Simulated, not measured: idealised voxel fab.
process module | voxel quadruple lines
cross-section cut | 220 nm wide | cells 5 nm
A cross-section is a grid of square cells, given in bands from the top down. A band is one or more rows of cells.
Each band's line starts with the height of the band's top and of its bottom, in nm. Then come its materials from left to right, each with its width in nm. One material with "throughout" fills the band from edge to edge. "air" is empty space.
Height 0 is the level under which the wafer as received is all one material. The lowest band goes on downwards, as in "0 down".
A width such as "30 to 40" changes by the same amount from each row of cells to the next, from the band's top row to its bottom row.
"no change" after a step means that no cell of the cross-section changed.
closed voids: empty space of 8 cells or more with no open way to the top, each as width x height at its distance from the left edge, in nm
after a step's settings: what the simulator itself notes on the step
overlay nm, on a step with a mask: how far to the right of its planned place the mask lay; to the left if negative
plan
1 op RECEIVE | material Si
2 op CONFORMAL_DEP | material SiO2 | thk nm 5
3 op DIRECTIONAL_DEP | material W | thk nm 15
4 op DIRECTIONAL_DEP | material polySi | thk nm 20
5 op DIRECTIONAL_DEP | material aC | thk nm 20
6 op PATTERN | tone cover | mask id MANDREL | material resist | width nm 25 | thk nm 30 | overlay nm 0
7 op DIRECTIONAL_ETCH | etch materials aC | depth nm 20
8 op STRIP | etch materials resist
9 op CONFORMAL_DEP | material SiO2 | thk nm 15
10 op DIRECTIONAL_ETCH | etch materials SiO2 | depth nm 15
11 op STRIP | etch materials aC
12 op DIRECTIONAL_ETCH | etch materials polySi | depth nm 20
13 op STRIP | etch materials SiO2
14 op CONFORMAL_DEP | material SiCN | thk nm 5
15 op DIRECTIONAL_ETCH | etch materials SiCN | depth nm 5
16 op STRIP | etch materials polySi
17 op DIRECTIONAL_ETCH | etch materials W | depth nm 15
18 op STRIP | etch materials SiCN
19 op FILL_DEP | material lowk | thk nm 10
20 op CMP | height nm 20
as received, after step 1
  0 down: Si throughout
  closed voids: none
first wafer at the end, as planned
  20 to 5: lowk 75 | W 5 | lowk 15 | W 5 | lowk 15 | W 5 | lowk 15 | W 5 | lowk 80
  5 to 0: SiO2 throughout
  0 down: Si throughout
  closed voids: none
second wafer at the end: like start, like plan, one mistake
  20 to 5: lowk 80 | W 5 | lowk 15 | W 5 | lowk 10 | W 5 | lowk 15 | W 5 | lowk 80
  5 to 0: SiO2 throughout
  0 down: Si throughout
  closed voids: none
what went wrong: step 6 ran as: op PATTERN | tone cover | mask id MANDREL | material resist | width nm 20 | thk nm 30 | overlay nm 0
at the end the second wafer has, in cells: as many of each material as the first, in other places
